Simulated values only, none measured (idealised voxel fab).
Process module in this document: voxel self aligned contacts
The figure presents cross-section cut, which has a width of 180 nm and is divided into square cells with an edge length of 5 nm.
This document writes a cross-section as a grid whose cells are square, and gives it as bands, listed from the top down; one or more rows of cells form a band. What a band's entry tells you: where the top is and where the bottom is, as heights in nm, and after that what lies inside, material by material from left to right, each with its width in nm. Empty space is written as the word "air", and a single material marked with the word "all across" occupies the band from edge to edge. Height reference: 0 = level under which incoming wafer is all one material. Lowest band: no bottom, runs on downward, e.g. "z 0 and below". A width such as "30->40" changes by the same amount from each row of cells to the next, from the band's top row to its bottom row. Where a step carries "everything unchanged", the cross-section came out of it unchanged, cell for cell. "Enclosed void inventory" - sealed voids, min. 8 cells, no opening to top; format: width x height at distance (distance from left edge; nm throughout). Post-settings text on a step line: simulator's own remark regarding the step. What "overlay nm" on a step's line means: if the step has a mask, that mask lay this far to the right of its planned place, or, when the value is negative, to the left.

[The process steps that were planned are listed below]
1 RECEIVE,material Si
2 CONFORMAL_DEP,material SiO2,thk nm 5
3 DIRECTIONAL_DEP,material polySi,thk nm 20
4 DIRECTIONAL_DEP,material SiN,thk nm 20
5 MASKED_ETCH,tone cover,mask id GATE,width nm 30,pitch nm 75,etch materials SiN,depth nm 20,overlay nm 0
6 MASKED_ETCH,tone cover,mask id GATE,width nm 30,pitch nm 75,etch materials polySi,depth nm 20,overlay nm 0
7 CONFORMAL_DEP,material SiN,thk nm 10
8 DIRECTIONAL_ETCH,etch materials SiN,depth nm 10
9 FILL_DEP,material SiO2,thk nm 10
10 CMP,height nm 50
11 PATTERN,tone open,mask id CONTACT,material resist,width nm 55,thk nm 20,overlay nm 0
12 DIRECTIONAL_ETCH,etch materials SiO2,depth nm 50
13 STRIP,etch materials resist
14 CONFORMAL_DEP,material TiN,thk nm 5
15 FILL_DEP,material Ru,thk nm 5
16 CMP,height nm 50
17 CONFORMAL_DEP,material SiCN,thk nm 5

[Wafer at receipt (post step 1), cross-section]
> z 0 and below: Si all across
> Enclosed void inventory: none

[Cross-section at module end, one run error; start and plan unchanged from above]
> z 55 to 50: SiCN all across
> z 50 to 45: 25 nm SiO2; 50 nm SiN; 25 nm TiN; 50 nm SiN; 30 nm SiO2
> z 45 to 25: SiN all across
> z 25 to 5: polySi all across
> z 5 to 0: SiO2 all across
> z 0 and below: Si all across
> Enclosed void inventory: none
Plan not followed: plan step 4 ran twice
